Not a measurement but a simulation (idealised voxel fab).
process module | voxel capacitor over wiring
cross-section cut | 220 nm wide | cells 5 nm
A cross-section is a grid of square cells, given in bands from the top down. A band is one or more rows of cells.
Each band's line starts with the height of the band's top and of its bottom, in nm. Then come its materials from left to right, each with its width in nm. One material with "throughout" fills the band from edge to edge. "air" is empty space.
Height 0 is the level under which the wafer as received is all one material. The lowest band goes on downwards, as in "0 down".
A width such as "30 to 40" changes by the same amount from each row of cells to the next, from the band's top row to its bottom row.
"no change" after a step means that no cell of the cross-section changed.
closed voids: empty space of 8 cells or more with no open way to the top, each as width x height at its distance from the left edge, in nm
after a step's settings: what the simulator itself notes on the step
overlay nm, on a step with a mask: how far to the right of its planned place the mask lay; to the left if negative
plan
1 op RECEIVE | material Si
2 op CONFORMAL_DEP | material SiO2 | thk nm 10
3 op DIRECTIONAL_DEP | material TiN | thk nm 5
4 op DIRECTIONAL_DEP | material W | thk nm 15
5 op DIRECTIONAL_DEP | material aC | thk nm 10
6 op PATTERN | tone cover | mask id METAL_1 | material resist | width nm 20 | pitch nm 70 | thk nm 30 | overlay nm 0
7 op DIRECTIONAL_ETCH | etch materials aC | depth nm 10
8 op STRIP | etch materials resist
9 op DIRECTIONAL_ETCH | etch materials W | depth nm 15
10 op DIRECTIONAL_ETCH | etch materials TiN | depth nm 5
11 op STRIP | etch materials aC
12 op CONFORMAL_DEP | material SiCN | thk nm 5
13 op FILL_DEP | material SiO2 | thk nm 5
14 op CMP | height nm 30
15 op CONFORMAL_DEP | material SiCN | thk nm 5
16 op DIRECTIONAL_DEP | material SiO2 | thk nm 15
17 op MASKED_ETCH | tone open | mask id PLUG_1 | width nm 15 | etch materials SiO2 | depth nm 15 | overlay nm 0
18 op MASKED_ETCH | tone open | mask id PLUG_1 | width nm 15 | etch materials SiCN | depth nm 5 | overlay nm 0
19 op CONFORMAL_DEP | material TiN | thk nm 5
20 op FILL_DEP | material Ru | thk nm 5
21 op CMP | height nm 50
22 op DIRECTIONAL_DEP | material TiN | thk nm 10
23 op DIRECTIONAL_DEP | material HfO2 | thk nm 5
24 op DIRECTIONAL_DEP | material TiN | thk nm 5
25 op PATTERN | tone cover | mask id UPPER_PLATE | material resist | width nm 55 | thk nm 15 | overlay nm 0
26 op DIRECTIONAL_ETCH | etch materials TiN | depth nm 5
27 op DIRECTIONAL_ETCH | etch materials HfO2 | depth nm 5
28 op STRIP | etch materials resist
29 op DIRECTIONAL_DEP | material aC | thk nm 10
30 op PATTERN | tone cover | mask id LOWER_PLATE | material resist | width nm 65 | thk nm 25 | overlay nm 0
31 op DIRECTIONAL_ETCH | etch materials aC | depth nm 10
32 op STRIP | etch materials resist
33 op DIRECTIONAL_ETCH | etch materials TiN | depth nm 10
34 op STRIP | etch materials aC
35 op FILL_DEP | material SiO2 | thk nm 15
36 op CMP | height nm 80
37 op PATTERN | tone open | mask id PLUG_2 | material resist | width nm 15 | thk nm 20 | overlay nm 0
38 op DIRECTIONAL_ETCH | etch materials SiO2 | depth nm 10
39 op STRIP | etch materials resist
40 op CONFORMAL_DEP | material TiN | thk nm 5
41 op FILL_DEP | material Ru | thk nm 10
42 op CMP | height nm 80
43 op CONFORMAL_DEP | material SiN | thk nm 5
first wafer, as planned
as received, after step 1
  0 down: Si throughout
  closed voids: none
after step 2
  10 to 0: SiO2 throughout
  below 0: unchanged
after step 3
  15 to 10: TiN throughout
  below 10: unchanged
after step 4
  30 to 15: W throughout
  below 15: unchanged
after step 5
  40 to 30: aC throughout
  below 30: unchanged
after step 6
  70 to 40: air 65 | resist 20 | air 50 | resist 20 | air 65
  below 40: unchanged
after step 7
  60 to 40: air 65 | resist 20 | air 50 | resist 20 | air 65
  40 to 30: air 65 | aC 20 | air 50 | aC 20 | air 65
  below 30: unchanged
after step 8
  40 to 30: air 65 | aC 20 | air 50 | aC 20 | air 65
  below 30: unchanged
after step 9
  40 to 30: air 65 | aC 20 | air 50 | aC 20 | air 65
  30 to 15: air 65 | W 20 | air 50 | W 20 | air 65
  below 15: unchanged
after step 10
  40 to 30: air 65 | aC 20 | air 50 | aC 20 | air 65
  30 to 15: air 65 | W 20 | air 50 | W 20 | air 65
  15 to 10: air 65 | TiN 20 | air 50 | TiN 20 | air 65
  below 10: unchanged
after step 11
  30 to 15: air 65 | W 20 | air 50 | W 20 | air 65
  below 15: unchanged
after step 12
  35 to 30: air 60 | SiCN 30 | air 40 | SiCN 30 | air 60
  30 to 15: air 60 | SiCN 5 | W 20 | SiCN 5 | air 40 | SiCN 5 | W 20 | SiCN 5 | air 60
  15 to 10: SiCN 65 | TiN 20 | SiCN 50 | TiN 20 | SiCN 65
  below 10: unchanged
after step 13
  40 to 35: SiO2 throughout
  35 to 30: SiO2 60 | SiCN 30 | SiO2 40 | SiCN 30 | SiO2 60
  30 to 15: SiO2 60 | SiCN 5 | W 20 | SiCN 5 | SiO2 40 | SiCN 5 | W 20 | SiCN 5 | SiO2 60
  below 15: unchanged
after step 14
  30 to 15: SiO2 60 | SiCN 5 | W 20 | SiCN 5 | SiO2 40 | SiCN 5 | W 20 | SiCN 5 | SiO2 60
  below 15: unchanged
after step 15
  35 to 30: SiCN throughout
  below 30: unchanged
after step 16
  50 to 35: SiO2 throughout
  below 35: unchanged
after step 17
  50 to 35: SiO2 70 | air 15 | SiO2 135
  below 35: unchanged
after step 18
  50 to 35: SiO2 70 | air 15 | SiO2 135
  35 to 30: SiCN 70 | air 15 | SiCN 135
  below 30: unchanged
after step 19
  55 to 50: TiN 75 | air 5 | TiN 140
  50 to 35: SiO2 70 | TiN 5 | air 5 | TiN 5 | SiO2 135
  35 to 30: SiCN 70 | TiN 15 | SiCN 135
  below 30: unchanged
after step 20
  60 to 55: Ru throughout
  55 to 50: TiN 75 | Ru 5 | TiN 140
  50 to 35: SiO2 70 | TiN 5 | Ru 5 | TiN 5 | SiO2 135
  below 35: unchanged
after step 21
  50 to 35: SiO2 70 | TiN 5 | Ru 5 | TiN 5 | SiO2 135
  below 35: unchanged
after step 22
  60 to 50: TiN throughout
  below 50: unchanged
after step 23
  65 to 60: HfO2 throughout
  below 60: unchanged
after step 24
  70 to 65: TiN throughout
  below 65: unchanged
after step 25
  85 to 70: air 70 | resist 55 | air 95
  below 70: unchanged
after step 26
  85 to 70: air 70 | resist 55 | air 95
  70 to 65: air 70 | TiN 55 | air 95
  below 65: unchanged
after step 27
  85 to 70: air 70 | resist 55 | air 95
  70 to 65: air 70 | TiN 55 | air 95
  65 to 60: air 70 | HfO2 55 | air 95
  below 60: unchanged
after step 28
  70 to 65: air 70 | TiN 55 | air 95
  below 65: unchanged
after step 29
  80 to 70: air 70 | aC 55 | air 95
  70 to 65: aC 70 | TiN 55 | aC 95
  65 to 60: aC 70 | HfO2 55 | aC 95
  below 60: unchanged
after step 30
  105 to 80: air 65 | resist 65 | air 90
  80 to 70: air 65 | resist 5 | aC 55 | resist 5 | air 90
  below 70: unchanged
after step 31
  95 to 80: air 65 | resist 65 | air 90
  80 to 70: air 65 | resist 5 | aC 55 | resist 5 | air 90
  70 to 65: air 65 | aC 5 | TiN 55 | aC 5 | air 90
  65 to 60: air 65 | aC 5 | HfO2 55 | aC 5 | air 90
  below 60: unchanged
after step 32
  80 to 70: air 70 | aC 55 | air 95
  below 70: unchanged
after step 33
  80 to 70: air 70 | aC 55 | air 95
  70 to 65: air 65 | aC 5 | TiN 55 | aC 5 | air 90
  65 to 60: air 65 | aC 5 | HfO2 55 | aC 5 | air 90
  60 to 50: air 65 | TiN 65 | air 90
  below 50: unchanged
after step 34
  70 to 65: air 70 | TiN 55 | air 95
  65 to 60: air 70 | HfO2 55 | air 95
  below 60: unchanged
after step 35
  85 to 70: SiO2 throughout
  70 to 65: SiO2 70 | TiN 55 | SiO2 95
  65 to 60: SiO2 70 | HfO2 55 | SiO2 95
  60 to 50: SiO2 65 | TiN 65 | SiO2 90
  below 50: unchanged
after step 36
  80 to 70: SiO2 throughout
  below 70: unchanged
after step 37
  100 to 80: resist 80 | air 15 | resist 125
  below 80: unchanged
after step 38
  100 to 80: resist 80 | air 15 | resist 125
  80 to 70: SiO2 80 | air 15 | SiO2 125
  below 70: unchanged
after step 39
  80 to 70: SiO2 80 | air 15 | SiO2 125
  below 70: unchanged
after step 40
  85 to 80: TiN 85 | air 5 | TiN 130
  80 to 75: SiO2 80 | TiN 5 | air 5 | TiN 5 | SiO2 125
  75 to 65: SiO2 80 to 70 | TiN 15 to 55 | SiO2 125 to 95
  below 65: unchanged
after step 41
  95 to 85: Ru throughout
  85 to 80: TiN 85 | Ru 5 | TiN 130
  80 to 75: SiO2 80 | TiN 5 | Ru 5 | TiN 5 | SiO2 125
  below 75: unchanged
after step 42
  80 to 75: SiO2 80 | TiN 5 | Ru 5 | TiN 5 | SiO2 125
  below 75: unchanged
after step 43
  85 to 80: SiN throughout
  below 80: unchanged
second wafer: like start, like plan, one mistake. Through step 16 it matches the first wafer
when step 17 should have ended
  50 to 35: SiO2 65 | air 15 | SiO2 140
  below 35: unchanged
when step 18 should have ended
  50 to 35: SiO2 65 | air 15 | SiO2 140
  35 to 30: SiCN 70 | air 10 | SiCN 140
  below 30: unchanged
when step 19 should have ended
  55 to 50: TiN 70 | air 5 | TiN 145
  50 to 40: SiO2 65 | TiN 5 | air 5 | TiN 5 | SiO2 140
  40 to 35: SiO2 65 | TiN 15 | SiO2 140
  35 to 30: SiCN 70 | TiN 10 | SiCN 140
  below 30: unchanged
when step 20 should have ended
  60 to 55: Ru throughout
  55 to 50: TiN 70 | Ru 5 | TiN 145
  50 to 40: SiO2 65 | TiN 5 | Ru 5 | TiN 5 | SiO2 140
  below 40: unchanged
when step 21 should have ended
  50 to 40: SiO2 65 | TiN 5 | Ru 5 | TiN 5 | SiO2 140
  below 40: unchanged
when step 22 should have ended
  60 to 50: TiN throughout
  below 50: unchanged
when step 23 should have ended
  65 to 60: HfO2 throughout
  below 60: unchanged
when step 24 should have ended
  70 to 65: TiN throughout
  below 65: unchanged
when step 25 should have ended
  85 to 70: air 70 | resist 55 | air 95
  below 70: unchanged
when step 26 should have ended
  85 to 70: air 70 | resist 55 | air 95
  70 to 65: air 70 | TiN 55 | air 95
  below 65: unchanged
when step 27 should have ended
  85 to 70: air 70 | resist 55 | air 95
  70 to 65: air 70 | TiN 55 | air 95
  65 to 60: air 70 | HfO2 55 | air 95
  below 60: unchanged
when step 28 should have ended
  70 to 65: air 70 | TiN 55 | air 95
  below 65: unchanged
when step 29 should have ended
  80 to 70: air 70 | aC 55 | air 95
  70 to 65: aC 70 | TiN 55 | aC 95
  65 to 60: aC 70 | HfO2 55 | aC 95
  below 60: unchanged
when step 30 should have ended
  105 to 80: air 65 | resist 65 | air 90
  80 to 70: air 65 | resist 5 | aC 55 | resist 5 | air 90
  below 70: unchanged
when step 31 should have ended
  95 to 80: air 65 | resist 65 | air 90
  80 to 70: air 65 | resist 5 | aC 55 | resist 5 | air 90
  70 to 65: air 65 | aC 5 | TiN 55 | aC 5 | air 90
  65 to 60: air 65 | aC 5 | HfO2 55 | aC 5 | air 90
  below 60: unchanged
when step 32 should have ended
  80 to 70: air 70 | aC 55 | air 95
  below 70: unchanged
when step 33 should have ended
  80 to 70: air 70 | aC 55 | air 95
  70 to 65: air 65 | aC 5 | TiN 55 | aC 5 | air 90
  65 to 60: air 65 | aC 5 | HfO2 55 | aC 5 | air 90
  60 to 50: air 65 | TiN 65 | air 90
  below 50: unchanged
when step 34 should have ended
  70 to 65: air 70 | TiN 55 | air 95
  65 to 60: air 70 | HfO2 55 | air 95
  below 60: unchanged
when step 35 should have ended
  85 to 70: SiO2 throughout
  70 to 65: SiO2 70 | TiN 55 | SiO2 95
  65 to 60: SiO2 70 | HfO2 55 | SiO2 95
  60 to 50: SiO2 65 | TiN 65 | SiO2 90
  below 50: unchanged
when step 36 should have ended
  80 to 70: SiO2 throughout
  below 70: unchanged
when step 37 should have ended
  100 to 80: resist 80 | air 15 | resist 125
  below 80: unchanged
when step 38 should have ended
  100 to 80: resist 80 | air 15 | resist 125
  80 to 70: SiO2 80 | air 15 | SiO2 125
  below 70: unchanged
when step 39 should have ended
  80 to 70: SiO2 80 | air 15 | SiO2 125
  below 70: unchanged
when step 40 should have ended
  85 to 80: TiN 85 | air 5 | TiN 130
  80 to 75: SiO2 80 | TiN 5 | air 5 | TiN 5 | SiO2 125
  75 to 65: SiO2 80 to 70 | TiN 15 to 55 | SiO2 125 to 95
  below 65: unchanged
when step 41 should have ended
  95 to 85: Ru throughout
  85 to 80: TiN 85 | Ru 5 | TiN 130
  80 to 75: SiO2 80 | TiN 5 | Ru 5 | TiN 5 | SiO2 125
  below 75: unchanged
when step 42 should have ended
  80 to 75: SiO2 80 | TiN 5 | Ru 5 | TiN 5 | SiO2 125
  below 75: unchanged
when step 43 should have ended
  85 to 80: SiN throughout
  below 80: unchanged
what went wrong: step 17 ran as: op MASKED_ETCH | tone open | mask id PLUG_1 | width nm 15 | etch materials SiO2 | depth nm 15 | overlay nm -5
at the end the second wafer has, in cells: 1 fewer of Ru | 1 more of SiCN
